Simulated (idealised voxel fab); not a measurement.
A process module follows: voxel trench capacitor.
FYI the section here is cut, 265 nm wide, cells are 5 nm squares.
In what follows, cross-sections appear as grids of square cells, described through bands that run from the top down, where every band is one or more rows of cells. Per band: top height and bottom height in nm, followed by the left-to-right materials and their widths in nm; "everywhere" marks a single material spanning edge to edge, "blank" marks empty space. Height datum 0, below which the as-received substrate wafer is one material. Lowest band open at the bottom, running downward: "0 -> down". Width "30..40": first value at the band's top row of cells, second value at its bottom row, equal change from row to row. Any step labelled "remains unaltered" changed none of the cells in the cross-section. In "Cavities, sealed" the enclosed voids are listed, meaning empty spaces of 8 cells or larger without any opening to the top. The form is width x height at distance, distance from the left edge, units nm. Text after the settings on a step's line: the simulator's own remark on that step. Each step line may optionally specify "overlay nm", which for a step with a mask gives the rightward distance between the mask's planned place and where it lay, a negative value indicating the leftward direction. So the way this works: pairs, before and after one process step. The after picture only goes down to the lowest band that actually changed, nothing below. Step and its settings are under each pair. And watch out, pairs might come from different runs of this module, same starting wafer though, so a pair only follows on from the one above if its "State before" entry tells you so.

## State before
    0 -> down | Si everywhere
    Cavities, sealed: none

## Sectional View, Post-Process
    5 -> 0 | SiN everywhere
    below 0: unchanged
    Cavities, sealed: none
Step sandwiched between the two cross-sections above: CONFORMAL_DEP (material SiN; thk nm 5)

State before: no separate figure, the pair right above already shows it after its step.

## Sectional View, Post-Process
    5 -> 0 | 75 nm SiN; 25 nm blank; 20 nm SiN; 25 nm blank; 20 nm SiN; 25 nm blank; 75 nm SiN
    below 0: unchanged
    Cavities, sealed: none
Step sandwiched between the two cross-sections above: MASKED_ETCH (tone open; mask id TRENCH; width nm 25; pitch nm 45; etch materials SiN; depth nm 5; overlay nm 0)

State before: no separate figure, the pair right above already shows it after its step.

## Sectional View, Post-Process
    5 -> 0 | 75 nm SiN; 25 nm blank; 20 nm SiN; 25 nm blank; 20 nm SiN; 25 nm blank; 75 nm SiN
    0 -> -30 | 75 nm Si; 25 nm blank; 20 nm Si; 25 nm blank; 20 nm Si; 25 nm blank; 75 nm Si
    below -30: unchanged
    Cavities, sealed: none
Step sandwiched between the two cross-sections above: MASKED_ETCH (tone open; mask id TRENCH; width nm 25; pitch nm 45; etch materials Si; depth nm 30; overlay nm 0)

State before: no separate figure, the pair right above already shows it after its step.

## Sectional View, Post-Process
    10 -> 5 | 80 nm HfO2; 15 nm blank; 30 nm HfO2; 15 nm blank; 30 nm HfO2; 15 nm blank; 80 nm HfO2
    5 -> 0 | 75 nm SiN; 5 nm HfO2; 15 nm blank; 5 nm HfO2; 20 nm SiN; 5 nm HfO2; 15 nm blank; 5 nm HfO2; 20 nm SiN; 5 nm HfO2; 15 nm blank; 5 nm HfO2; 75 nm SiN
    0 -> -25 | 75 nm Si; 5 nm HfO2; 15 nm blank; 5 nm HfO2; 20 nm Si; 5 nm HfO2; 15 nm blank; 5 nm HfO2; 20 nm Si; 5 nm HfO2; 15 nm blank; 5 nm HfO2; 75 nm Si
    -25 -> -30 | 75 nm Si; 25 nm HfO2; 20 nm Si; 25 nm HfO2; 20 nm Si; 25 nm HfO2; 75 nm Si
    below -30: unchanged
    Cavities, sealed: none
Step sandwiched between the two cross-sections above: CONFORMAL_DEP (material HfO2; thk nm 5)

State before: no separate figure, the pair right above already shows it after its step.

## Sectional View, Post-Process
    15 -> 10 | 85 nm TiN; 5 nm blank; 40 nm TiN; 5 nm blank; 40 nm TiN; 5 nm blank; 85 nm TiN
    10 -> 5 | 80 nm HfO2; 5 nm TiN; 5 nm blank; 5 nm TiN; 30 nm HfO2; 5 nm TiN; 5 nm blank; 5 nm TiN; 30 nm HfO2; 5 nm TiN; 5 nm blank; 5 nm TiN; 80 nm HfO2
    5 -> 0 | 75 nm SiN; 5 nm HfO2; 5 nm TiN; 5 nm blank; 5 nm TiN; 5 nm HfO2; 20 nm SiN; 5 nm HfO2; 5 nm TiN; 5 nm blank; 5 nm TiN; 5 nm HfO2; 20 nm SiN; 5 nm HfO2; 5 nm TiN; 5 nm blank; 5 nm TiN; 5 nm HfO2; 75 nm SiN
    0 -> -20 | 75 nm Si; 5 nm HfO2; 5 nm TiN; 5 nm blank; 5 nm TiN; 5 nm HfO2; 20 nm Si; 5 nm HfO2; 5 nm TiN; 5 nm blank; 5 nm TiN; 5 nm HfO2; 20 nm Si; 5 nm HfO2; 5 nm TiN; 5 nm blank; 5 nm TiN; 5 nm HfO2; 75 nm Si
    -20 -> -25 | 75 nm Si; 5 nm HfO2; 15 nm TiN; 5 nm HfO2; 20 nm Si; 5 nm HfO2; 15 nm TiN; 5 nm HfO2; 20 nm Si; 5 nm HfO2; 15 nm TiN; 5 nm HfO2; 75 nm Si
    below -25: unchanged
    Cavities, sealed: none
Step sandwiched between the two cross-sections above: CONFORMAL_DEP (material TiN; thk nm 5)

State before: no separate figure, the pair right above already shows it after its step.

## Sectional View, Post-Process
    20 -> 15 | W everywhere
    15 -> 10 | 85 nm TiN; 5 nm W; 40 nm TiN; 5 nm W; 40 nm TiN; 5 nm W; 85 nm TiN
    10 -> 5 | 80 nm HfO2; 5 nm TiN; 5 nm W; 5 nm TiN; 30 nm HfO2; 5 nm TiN; 5 nm W; 5 nm TiN; 30 nm HfO2; 5 nm TiN; 5 nm W; 5 nm TiN; 80 nm HfO2
    5 -> 0 | 75 nm SiN; 5 nm HfO2; 5 nm TiN; 5 nm W; 5 nm TiN; 5 nm HfO2; 20 nm SiN; 5 nm HfO2; 5 nm TiN; 5 nm W; 5 nm TiN; 5 nm HfO2; 20 nm SiN; 5 nm HfO2; 5 nm TiN; 5 nm W; 5 nm TiN; 5 nm HfO2; 75 nm SiN
    0 -> -20 | 75 nm Si; 5 nm HfO2; 5 nm TiN; 5 nm W; 5 nm TiN; 5 nm HfO2; 20 nm Si; 5 nm HfO2; 5 nm TiN; 5 nm W; 5 nm TiN; 5 nm HfO2; 20 nm Si; 5 nm HfO2; 5 nm TiN; 5 nm W; 5 nm TiN; 5 nm HfO2; 75 nm Si
    below -20: unchanged
    Cavities, sealed: none
Step sandwiched between the two cross-sections above: FILL_DEP (material W; thk nm 5)

State before: no separate figure, the pair right above already shows it after its step.

## Sectional View, Post-Process
    5 -> 0 | 75 nm SiN; 5 nm HfO2; 5 nm TiN; 5 nm W; 5 nm TiN; 5 nm HfO2; 20 nm SiN; 5 nm HfO2; 5 nm TiN; 5 nm W; 5 nm TiN; 5 nm HfO2; 20 nm SiN; 5 nm HfO2; 5 nm TiN; 5 nm W; 5 nm TiN; 5 nm HfO2; 75 nm SiN
    below 0: unchanged
    Cavities, sealed: none
Step sandwiched between the two cross-sections above: CMP (height nm 5)

## State before
    5 -> 0 | 75 nm SiN; 25 nm blank; 20 nm SiN; 25 nm blank; 20 nm SiN; 25 nm blank; 75 nm SiN
    0 -> -30 | 75 nm Si; 25 nm blank; 20 nm Si; 25 nm blank; 20 nm Si; 25 nm blank; 75 nm Si
    -30 -> down | Si everywhere
    Cavities, sealed: none

## Sectional View, Post-Process
    10 -> 5 | 80 nm TiN; 15 nm blank; 30 nm TiN; 15 nm blank; 30 nm TiN; 15 nm blank; 80 nm TiN
    5 -> 0 | 75 nm SiN; 5 nm TiN; 15 nm blank; 5 nm TiN; 20 nm SiN; 5 nm TiN; 15 nm blank; 5 nm TiN; 20 nm SiN; 5 nm TiN; 15 nm blank; 5 nm TiN; 75 nm SiN
    0 -> -25 | 75 nm Si; 5 nm TiN; 15 nm blank; 5 nm TiN; 20 nm Si; 5 nm TiN; 15 nm blank; 5 nm TiN; 20 nm Si; 5 nm TiN; 15 nm blank; 5 nm TiN; 75 nm Si
    -25 -> -30 | 75 nm Si; 25 nm TiN; 20 nm Si; 25 nm TiN; 20 nm Si; 25 nm TiN; 75 nm Si
    below -30: unchanged
    Cavities, sealed: none
Step sandwiched between the two cross-sections above: CONFORMAL_DEP (material TiN; thk nm 5)

State before: no separate figure, the pair right above already shows it after its step.

## Sectional View, Post-Process
    15 -> 10 | W everywhere
    10 -> 5 | 80 nm TiN; 15 nm W; 30 nm TiN; 15 nm W; 30 nm TiN; 15 nm W; 80 nm TiN
    5 -> 0 | 75 nm SiN; 5 nm TiN; 15 nm W; 5 nm TiN; 20 nm SiN; 5 nm TiN; 15 nm W; 5 nm TiN; 20 nm SiN; 5 nm TiN; 15 nm W; 5 nm TiN; 75 nm SiN
    0 -> -25 | 75 nm Si; 5 nm TiN; 15 nm W; 5 nm TiN; 20 nm Si; 5 nm TiN; 15 nm W; 5 nm TiN; 20 nm Si; 5 nm TiN; 15 nm W; 5 nm TiN; 75 nm Si
    below -25: unchanged
    Cavities, sealed: none
Step sandwiched between the two cross-sections above: FILL_DEP (material W; thk nm 5)

State before: no separate figure, the pair right above already shows it after its step.

## Sectional View, Post-Process
    5 -> 0 | 75 nm SiN; 5 nm TiN; 15 nm W; 5 nm TiN; 20 nm SiN; 5 nm TiN; 15 nm W; 5 nm TiN; 20 nm SiN; 5 nm TiN; 15 nm W; 5 nm TiN; 75 nm SiN
    below 0: unchanged
    Cavities, sealed: none
Step sandwiched between the two cross-sections above: CMP (height nm 5)

## State before
    5 -> 0 | 75 nm SiN; 25 nm blank; 20 nm SiN; 25 nm blank; 20 nm SiN; 25 nm blank; 75 nm SiN
    0 -> -30 | 75 nm Si; 25 nm blank; 20 nm Si; 25 nm blank; 20 nm Si; 25 nm blank; 75 nm Si
    -30 -> down | Si everywhere
    Cavities, sealed: none

## Sectional View, Post-Process
    5 -> 0 | 75 nm SiN; 25 nm blank; 20 nm SiN; 25 nm blank; 20 nm SiN; 25 nm blank; 75 nm SiN
    0 -> -60 | 75 nm Si; 25 nm blank; 20 nm Si; 25 nm blank; 20 nm Si; 25 nm blank; 75 nm Si
    below -60: unchanged
    Cavities, sealed: none
Step sandwiched between the two cross-sections above: MASKED_ETCH (tone open; mask id TRENCH; width nm 25; pitch nm 45; etch materials Si; depth nm 30; overlay nm 0)

State before: no separate figure, the pair right above already shows it after its step.

## Sectional View, Post-Process
    10 -> 5 | 80 nm HfO2; 15 nm blank; 30 nm HfO2; 15 nm blank; 30 nm HfO2; 15 nm blank; 80 nm HfO2
    5 -> 0 | 75 nm SiN; 5 nm HfO2; 15 nm blank; 5 nm HfO2; 20 nm SiN; 5 nm HfO2; 15 nm blank; 5 nm HfO2; 20 nm SiN; 5 nm HfO2; 15 nm blank; 5 nm HfO2; 75 nm SiN
    0 -> -55 | 75 nm Si; 5 nm HfO2; 15 nm blank; 5 nm HfO2; 20 nm Si; 5 nm HfO2; 15 nm blank; 5 nm HfO2; 20 nm Si; 5 nm HfO2; 15 nm blank; 5 nm HfO2; 75 nm Si
    -55 -> -60 | 75 nm Si; 25 nm HfO2; 20 nm Si; 25 nm HfO2; 20 nm Si; 25 nm HfO2; 75 nm Si
    below -60: unchanged
    Cavities, sealed: none
Step sandwiched between the two cross-sections above: CONFORMAL_DEP (material HfO2; thk nm 5)

State before: no separate figure, the pair right above already shows it after its step.

## Sectional View, Post-Process
    15 -> 10 | 85 nm TiN; 5 nm blank; 40 nm TiN; 5 nm blank; 40 nm TiN; 5 nm blank; 85 nm TiN
    10 -> 5 | 80 nm HfO2; 5 nm TiN; 5 nm blank; 5 nm TiN; 30 nm HfO2; 5 nm TiN; 5 nm blank; 5 nm TiN; 30 nm HfO2; 5 nm TiN; 5 nm blank; 5 nm TiN; 80 nm HfO2
    5 -> 0 | 75 nm SiN; 5 nm HfO2; 5 nm TiN; 5 nm blank; 5 nm TiN; 5 nm HfO2; 20 nm SiN; 5 nm HfO2; 5 nm TiN; 5 nm blank; 5 nm TiN; 5 nm HfO2; 20 nm SiN; 5 nm HfO2; 5 nm TiN; 5 nm blank; 5 nm TiN; 5 nm HfO2; 75 nm SiN
    0 -> -50 | 75 nm Si; 5 nm HfO2; 5 nm TiN; 5 nm blank; 5 nm TiN; 5 nm HfO2; 20 nm Si; 5 nm HfO2; 5 nm TiN; 5 nm blank; 5 nm TiN; 5 nm HfO2; 20 nm Si; 5 nm HfO2; 5 nm TiN; 5 nm blank; 5 nm TiN; 5 nm HfO2; 75 nm Si
    -50 -> -55 | 75 nm Si; 5 nm HfO2; 15 nm TiN; 5 nm HfO2; 20 nm Si; 5 nm HfO2; 15 nm TiN; 5 nm HfO2; 20 nm Si; 5 nm HfO2; 15 nm TiN; 5 nm HfO2; 75 nm Si
    below -55: unchanged
    Cavities, sealed: none
Step sandwiched between the two cross-sections above: CONFORMAL_DEP (material TiN; thk nm 5)

State before: no separate figure, the pair right above already shows it after its step.

## Sectional View, Post-Process
    20 -> 15 | W everywhere
    15 -> 10 | 85 nm TiN; 5 nm W; 40 nm TiN; 5 nm W; 40 nm TiN; 5 nm W; 85 nm TiN
    10 -> 5 | 80 nm HfO2; 5 nm TiN; 5 nm W; 5 nm TiN; 30 nm HfO2; 5 nm TiN; 5 nm W; 5 nm TiN; 30 nm HfO2; 5 nm TiN; 5 nm W; 5 nm TiN; 80 nm HfO2
    5 -> 0 | 75 nm SiN; 5 nm HfO2; 5 nm TiN; 5 nm W; 5 nm TiN; 5 nm HfO2; 20 nm SiN; 5 nm HfO2; 5 nm TiN; 5 nm W; 5 nm TiN; 5 nm HfO2; 20 nm SiN; 5 nm HfO2; 5 nm TiN; 5 nm W; 5 nm TiN; 5 nm HfO2; 75 nm SiN
    0 -> -50 | 75 nm Si; 5 nm HfO2; 5 nm TiN; 5 nm W; 5 nm TiN; 5 nm HfO2; 20 nm Si; 5 nm HfO2; 5 nm TiN; 5 nm W; 5 nm TiN; 5 nm HfO2; 20 nm Si; 5 nm HfO2; 5 nm TiN; 5 nm W; 5 nm TiN; 5 nm HfO2; 75 nm Si
    below -50: unchanged
    Cavities, sealed: none
Step sandwiched between the two cross-sections above: FILL_DEP (material W; thk nm 5)

State before: no separate figure, the pair right above already shows it after its step.

## Sectional View, Post-Process
    5 -> 0 | 75 nm SiN; 5 nm HfO2; 5 nm TiN; 5 nm W; 5 nm TiN; 5 nm HfO2; 20 nm SiN; 5 nm HfO2; 5 nm TiN; 5 nm W; 5 nm TiN; 5 nm HfO2; 20 nm SiN; 5 nm HfO2; 5 nm TiN; 5 nm W; 5 nm TiN; 5 nm HfO2; 75 nm SiN
    below 0: unchanged
    Cavities, sealed: none
Step sandwiched between the two cross-sections above: CMP (height nm 5)

## State before
    10 -> 5 | 80 nm TiN; 15 nm blank; 30 nm TiN; 15 nm blank; 30 nm TiN; 15 nm blank; 80 nm TiN
    5 -> 0 | 75 nm SiN; 5 nm TiN; 15 nm blank; 5 nm TiN; 20 nm SiN; 5 nm TiN; 15 nm blank; 5 nm TiN; 20 nm SiN; 5 nm TiN; 15 nm blank; 5 nm TiN; 75 nm SiN
    0 -> -25 | 75 nm Si; 5 nm TiN; 15 nm blank; 5 nm TiN; 20 nm Si; 5 nm TiN; 15 nm blank; 5 nm TiN; 20 nm Si; 5 nm TiN; 15 nm blank; 5 nm TiN; 75 nm Si
    -25 -> -30 | 75 nm Si; 25 nm TiN; 20 nm Si; 25 nm TiN; 20 nm Si; 25 nm TiN; 75 nm Si
    -30 -> down | Si everywhere
    Cavities, sealed: none

## Sectional View, Post-Process
    15 -> 10 | 85 nm HfO2; 5 nm blank; 40 nm HfO2; 5 nm blank; 40 nm HfO2; 5 nm blank; 85 nm HfO2
    10 -> 5 | 80 nm TiN; 5 nm HfO2; 5 nm blank; 5 nm HfO2; 30 nm TiN; 5 nm HfO2; 5 nm blank; 5 nm HfO2; 30 nm TiN; 5 nm HfO2; 5 nm blank; 5 nm HfO2; 80 nm TiN
    5 -> 0 | 75 nm SiN; 5 nm TiN; 5 nm HfO2; 5 nm blank; 5 nm HfO2; 5 nm TiN; 20 nm SiN; 5 nm TiN; 5 nm HfO2; 5 nm blank; 5 nm HfO2; 5 nm TiN; 20 nm SiN; 5 nm TiN; 5 nm HfO2; 5 nm blank; 5 nm HfO2; 5 nm TiN; 75 nm SiN
    0 -> -20 | 75 nm Si; 5 nm TiN; 5 nm HfO2; 5 nm blank; 5 nm HfO2; 5 nm TiN; 20 nm Si; 5 nm TiN; 5 nm HfO2; 5 nm blank; 5 nm HfO2; 5 nm TiN; 20 nm Si; 5 nm TiN; 5 nm HfO2; 5 nm blank; 5 nm HfO2; 5 nm TiN; 75 nm Si
    -20 -> -25 | 75 nm Si; 5 nm TiN; 15 nm HfO2; 5 nm TiN; 20 nm Si; 5 nm TiN; 15 nm HfO2; 5 nm TiN; 20 nm Si; 5 nm TiN; 15 nm HfO2; 5 nm TiN; 75 nm Si
    below -25: unchanged
    Cavities, sealed: none
Step sandwiched between the two cross-sections above: CONFORMAL_DEP (material HfO2; thk nm 5)

State before: no separate figure, the pair right above already shows it after its step.

## Sectional View, Post-Process
    20 -> 15 | W everywhere
    15 -> 10 | 85 nm HfO2; 5 nm W; 40 nm HfO2; 5 nm W; 40 nm HfO2; 5 nm W; 85 nm HfO2
    10 -> 5 | 80 nm TiN; 5 nm HfO2; 5 nm W; 5 nm HfO2; 30 nm TiN; 5 nm HfO2; 5 nm W; 5 nm HfO2; 30 nm TiN; 5 nm HfO2; 5 nm W; 5 nm HfO2; 80 nm TiN
    5 -> 0 | 75 nm SiN; 5 nm TiN; 5 nm HfO2; 5 nm W; 5 nm HfO2; 5 nm TiN; 20 nm SiN; 5 nm TiN; 5 nm HfO2; 5 nm W; 5 nm HfO2; 5 nm TiN; 20 nm SiN; 5 nm TiN; 5 nm HfO2; 5 nm W; 5 nm HfO2; 5 nm TiN; 75 nm SiN
    0 -> -20 | 75 nm Si; 5 nm TiN; 5 nm HfO2; 5 nm W; 5 nm HfO2; 5 nm TiN; 20 nm Si; 5 nm TiN; 5 nm HfO2; 5 nm W; 5 nm HfO2; 5 nm TiN; 20 nm Si; 5 nm TiN; 5 nm HfO2; 5 nm W; 5 nm HfO2; 5 nm TiN; 75 nm Si
    below -20: unchanged
    Cavities, sealed: none
Step sandwiched between the two cross-sections above: FILL_DEP (material W; thk nm 5)

State before: no separate figure, the pair right above already shows it after its step.

## Sectional View, Post-Process
    5 -> 0 | 75 nm SiN; 5 nm TiN; 5 nm HfO2; 5 nm W; 5 nm HfO2; 5 nm TiN; 20 nm SiN; 5 nm TiN; 5 nm HfO2; 5 nm W; 5 nm HfO2; 5 nm TiN; 20 nm SiN; 5 nm TiN; 5 nm HfO2; 5 nm W; 5 nm HfO2; 5 nm TiN; 75 nm SiN
    below 0: unchanged
    Cavities, sealed: none
Step sandwiched between the two cross-sections above: CMP (height nm 5)

## State before
    20 -> 15 | W everywhere
    15 -> 10 | 85 nm TiN; 5 nm W; 40 nm TiN; 5 nm W; 40 nm TiN; 5 nm W; 85 nm TiN
    10 -> 5 | 80 nm HfO2; 5 nm TiN; 5 nm W; 5 nm TiN; 30 nm HfO2; 5 nm TiN; 5 nm W; 5 nm TiN; 30 nm HfO2; 5 nm TiN; 5 nm W; 5 nm TiN; 80 nm HfO2
    5 -> 0 | 75 nm SiN; 5 nm HfO2; 5 nm TiN; 5 nm W; 5 nm TiN; 5 nm HfO2; 20 nm SiN; 5 nm HfO2; 5 nm TiN; 5 nm W; 5 nm TiN; 5 nm HfO2; 20 nm SiN; 5 nm HfO2; 5 nm TiN; 5 nm W; 5 nm TiN; 5 nm HfO2; 75 nm SiN
    0 -> -20 | 75 nm Si; 5 nm HfO2; 5 nm TiN; 5 nm W; 5 nm TiN; 5 nm HfO2; 20 nm Si; 5 nm HfO2; 5 nm TiN; 5 nm W; 5 nm TiN; 5 nm HfO2; 20 nm Si; 5 nm HfO2; 5 nm TiN; 5 nm W; 5 nm TiN; 5 nm HfO2; 75 nm Si
    -20 -> -25 | 75 nm Si; 5 nm HfO2; 15 nm TiN; 5 nm HfO2; 20 nm Si; 5 nm HfO2; 15 nm TiN; 5 nm HfO2; 20 nm Si; 5 nm HfO2; 15 nm TiN; 5 nm HfO2; 75 nm Si
    -25 -> -30 | 75 nm Si; 25 nm HfO2; 20 nm Si; 25 nm HfO2; 20 nm Si; 25 nm HfO2; 75 nm Si
    -30 -> down | Si everywhere
    Cavities, sealed: none

## Sectional View, Post-Process
    15 -> 10 | 85 nm TiN; 5 nm W; 40 nm TiN; 5 nm W; 40 nm TiN; 5 nm W; 85 nm TiN
    below 10: unchanged
    Cavities, sealed: none
Step sandwiched between the two cross-sections above: CMP (height nm 15)

## State before
    5 -> 0 | 75 nm SiN; 25 nm blank; 20 nm SiN; 25 nm blank; 20 nm SiN; 25 nm blank; 75 nm SiN
    0 -> down | Si everywhere
    Cavities, sealed: none

## Sectional View, Post-Process
    5 -> 0 | 75 nm SiN; 25 nm blank; 20 nm SiN; 25 nm blank; 20 nm SiN; 25 nm blank; 75 nm SiN
    0 -> -30 | 80 nm Si; 15 nm blank; 30 nm Si; 15 nm blank; 30 nm Si; 15 nm blank; 80 nm Si
    below -30: unchanged
    Cavities, sealed: none
Step sandwiched between the two cross-sections above: MASKED_ETCH (tone open; mask id TRENCH; width nm 15; pitch nm 45; etch materials Si; depth nm 30; overlay nm 0)

State before: no separate figure, the pair right above already shows it after its step.

## Sectional View, Post-Process
    10 -> 5 | 80 nm HfO2; 15 nm blank; 30 nm HfO2; 15 nm blank; 30 nm HfO2; 15 nm blank; 80 nm HfO2
    5 -> 0 | 75 nm SiN; 10 nm HfO2; 5 nm blank; 10 nm HfO2; 20 nm SiN; 10 nm HfO2; 5 nm blank; 10 nm HfO2; 20 nm SiN; 10 nm HfO2; 5 nm blank; 10 nm HfO2; 75 nm SiN
    0 -> -25 | 80 nm Si; 5 nm HfO2; 5 nm blank; 5 nm HfO2; 30 nm Si; 5 nm HfO2; 5 nm blank; 5 nm HfO2; 30 nm Si; 5 nm HfO2; 5 nm blank; 5 nm HfO2; 80 nm Si
    -25 -> -30 | 80 nm Si; 15 nm HfO2; 30 nm Si; 15 nm HfO2; 30 nm Si; 15 nm HfO2; 80 nm Si
    below -30: unchanged
    Cavities, sealed: none
Step sandwiched between the two cross-sections above: CONFORMAL_DEP (material HfO2; thk nm 5)

State before: no separate figure, the pair right above already shows it after its step.

## Sectional View, Post-Process
    15 -> 10 | 85 nm TiN; 5 nm blank; 40 nm TiN; 5 nm blank; 40 nm TiN; 5 nm blank; 85 nm TiN
    10 -> 5 | 80 nm HfO2; 15 nm TiN; 30 nm HfO2; 15 nm TiN; 30 nm HfO2; 15 nm TiN; 80 nm HfO2
    5 -> 0 | 75 nm SiN; 10 nm HfO2; 5 nm TiN; 10 nm HfO2; 20 nm SiN; 10 nm HfO2; 5 nm TiN; 10 nm HfO2; 20 nm SiN; 10 nm HfO2; 5 nm TiN; 10 nm HfO2; 75 nm SiN
    0 -> -25 | 80 nm Si; 5 nm HfO2; 5 nm TiN; 5 nm HfO2; 30 nm Si; 5 nm HfO2; 5 nm TiN; 5 nm HfO2; 30 nm Si; 5 nm HfO2; 5 nm TiN; 5 nm HfO2; 80 nm Si
    below -25: unchanged
    Cavities, sealed: none
Step sandwiched between the two cross-sections above: CONFORMAL_DEP (material TiN; thk nm 5)

State before: no separate figure, the pair right above already shows it after its step.

## Sectional View, Post-Process
    20 -> 15 | W everywhere
    15 -> 10 | 85 nm TiN; 5 nm W; 40 nm TiN; 5 nm W; 40 nm TiN; 5 nm W; 85 nm TiN
    below 10: unchanged
    Cavities, sealed: none
Step sandwiched between the two cross-sections above: FILL_DEP (material W; thk nm 5)

State before: no separate figure, the pair right above already shows it after its step.

## Sectional View, Post-Process
    5 -> 0 | 75 nm SiN; 10 nm HfO2; 5 nm TiN; 10 nm HfO2; 20 nm SiN; 10 nm HfO2; 5 nm TiN; 10 nm HfO2; 20 nm SiN; 10 nm HfO2; 5 nm TiN; 10 nm HfO2; 75 nm SiN
    below 0: unchanged
    Cavities, sealed: none
Step sandwiched between the two cross-sections above: CMP (height nm 5)

## State before
    5 -> 0 | SiN everywhere
    0 -> down | Si everywhere
    Cavities, sealed: none

## Sectional View, Post-Process
    5 -> 0 | 65 nm SiN; 25 nm blank; 20 nm SiN; 25 nm blank; 20 nm SiN; 25 nm blank; 85 nm SiN
    below 0: unchanged
    Cavities, sealed: none
Step sandwiched between the two cross-sections above: MASKED_ETCH (tone open; mask id TRENCH; width nm 25; pitch nm 45; etch materials SiN; depth nm 5; overlay nm -10)

State before: no separate figure, the pair right above already shows it after its step.

## Sectional View, Post-Process
    5 -> 0 | 65 nm SiN; 25 nm blank; 20 nm SiN; 25 nm blank; 20 nm SiN; 25 nm blank; 85 nm SiN
    0 -> -30 | 75 nm Si; 15 nm blank; 30 nm Si; 15 nm blank; 30 nm Si; 15 nm blank; 85 nm Si
    below -30: unchanged
    Cavities, sealed: none
Step sandwiched between the two cross-sections above: MASKED_ETCH (tone open; mask id TRENCH; width nm 25; pitch nm 45; etch materials Si; depth nm 30; overlay nm 0)

State before: no separate figure, the pair right above already shows it after its step.

## Sectional View, Post-Process
    10 -> 5 | 70 nm HfO2; 15 nm blank; 30 nm HfO2; 15 nm blank; 30 nm HfO2; 15 nm blank; 90 nm HfO2
    5 -> 0 | 65 nm SiN; 15 nm HfO2; 5 nm blank; 5 nm HfO2; 20 nm SiN; 15 nm HfO2; 5 nm blank; 5 nm HfO2; 20 nm SiN; 15 nm HfO2; 5 nm blank; 5 nm HfO2; 85 nm SiN
    0 -> -25 | 75 nm Si; 5 nm HfO2; 5 nm blank; 5 nm HfO2; 30 nm Si; 5 nm HfO2; 5 nm blank; 5 nm HfO2; 30 nm Si; 5 nm HfO2; 5 nm blank; 5 nm HfO2; 85 nm Si
    -25 -> -30 | 75 nm Si; 15 nm HfO2; 30 nm Si; 15 nm HfO2; 30 nm Si; 15 nm HfO2; 85 nm Si
    below -30: unchanged
    Cavities, sealed: none
Step sandwiched between the two cross-sections above: CONFORMAL_DEP (material HfO2; thk nm 5)

State before: no separate figure, the pair right above already shows it after its step.

## Sectional View, Post-Process
    15 -> 10 | 75 nm TiN; 5 nm blank; 40 nm TiN; 5 nm blank; 40 nm TiN; 5 nm blank; 95 nm TiN
    10 -> 5 | 70 nm HfO2; 15 nm TiN; 30 nm HfO2; 15 nm TiN; 30 nm HfO2; 15 nm TiN; 90 nm HfO2
    5 -> 0 | 65 nm SiN; 15 nm HfO2; 5 nm TiN; 5 nm HfO2; 20 nm SiN; 15 nm HfO2; 5 nm TiN; 5 nm HfO2; 20 nm SiN; 15 nm HfO2; 5 nm TiN; 5 nm HfO2; 85 nm SiN
    0 -> -25 | 75 nm Si; 5 nm HfO2; 5 nm TiN; 5 nm HfO2; 30 nm Si; 5 nm HfO2; 5 nm TiN; 5 nm HfO2; 30 nm Si; 5 nm HfO2; 5 nm TiN; 5 nm HfO2; 85 nm Si
    below -25: unchanged
    Cavities, sealed: none
Step sandwiched between the two cross-sections above: CONFORMAL_DEP (material TiN; thk nm 5)

State before: no separate figure, the pair right above already shows it after its step.

## Sectional View, Post-Process
    20 -> 15 | W everywhere
    15 -> 10 | 75 nm TiN; 5 nm W; 40 nm TiN; 5 nm W; 40 nm TiN; 5 nm W; 95 nm TiN
    below 10: unchanged
    Cavities, sealed: none
Step sandwiched between the two cross-sections above: FILL_DEP (material W; thk nm 5)

State before: no separate figure, the pair right above already shows it after its step.

## Sectional View, Post-Process
    5 -> 0 | 65 nm SiN; 15 nm HfO2; 5 nm TiN; 5 nm HfO2; 20 nm SiN; 15 nm HfO2; 5 nm TiN; 5 nm HfO2; 20 nm SiN; 15 nm HfO2; 5 nm TiN; 5 nm HfO2; 85 nm SiN
    below 0: unchanged
    Cavities, sealed: none
Step sandwiched between the two cross-sections above: CMP (height nm 5)

## State before
    0 -> down | Si everywhere
    Cavities, sealed: none

## Sectional View, Post-Process
    5 -> 0 | HfO2 everywhere
    below 0: unchanged
    Cavities, sealed: none
Step sandwiched between the two cross-sections above: CONFORMAL_DEP (material HfO2; thk nm 5)

State before: no separate figure, the pair right above already shows it after its step.

## Sectional View, Post-Process
    10 -> 0 | HfO2 everywhere
    below 0: unchanged
    Cavities, sealed: none
Step sandwiched between the two cross-sections above: CONFORMAL_DEP (material HfO2; thk nm 5)

State before: no separate figure, the pair right above already shows it after its step.

## Sectional View, Post-Process
    15 -> 10 | TiN everywhere
    below 10: unchanged
    Cavities, sealed: none
Step sandwiched between the two cross-sections above: CONFORMAL_DEP (material TiN; thk nm 5)

State before: no separate figure, the pair right above already shows it after its step.

## Sectional View, Post-Process
    20 -> 15 | W everywhere
    below 15: unchanged
    Cavities, sealed: none
Step sandwiched between the two cross-sections above: FILL_DEP (material W; thk nm 5)

State before: no separate figure, the pair right above already shows it after its step.

## Sectional View, Post-Process
    5 -> 0 | HfO2 everywhere
    below 0: unchanged
    Cavities, sealed: none
Step sandwiched between the two cross-sections above: CMP (height nm 5)

## State before
    5 -> 0 | SiN everywhere
    0 -> down | Si everywhere
    Cavities, sealed: none

## Sectional View, Post-Process
    5 -> 0 | 75 nm blank; 25 nm SiN; 20 nm blank; 25 nm SiN; 20 nm blank; 25 nm SiN; 75 nm blank
    below 0: unchanged
    Cavities, sealed: none
Step sandwiched between the two cross-sections above: MASKED_ETCH (tone cover; mask id TRENCH; width nm 25; pitch nm 45; etch materials SiN; depth nm 5; overlay nm 0)

State before: no separate figure, the pair right above already shows it after its step.

## Sectional View, Post-Process
    10 -> 5 | 70 nm blank; 35 nm HfO2; 10 nm blank; 35 nm HfO2; 10 nm blank; 35 nm HfO2; 70 nm blank
    5 -> 0 | 75 nm HfO2; 25 nm SiN; 20 nm HfO2; 25 nm SiN; 20 nm HfO2; 25 nm SiN; 75 nm HfO2
    below 0: unchanged
    Cavities, sealed: none
Step sandwiched between the two cross-sections above: CONFORMAL_DEP (material HfO2; thk nm 5)

State before: no separate figure, the pair right above already shows it after its step.

## Sectional View, Post-Process
    15 -> 10 | 65 nm blank; 135 nm TiN; 65 nm blank
    10 -> 5 | 70 nm TiN; 35 nm HfO2; 10 nm TiN; 35 nm HfO2; 10 nm TiN; 35 nm HfO2; 70 nm TiN
    below 5: unchanged
    Cavities, sealed: none
Step sandwiched between the two cross-sections above: CONFORMAL_DEP (material TiN; thk nm 5)
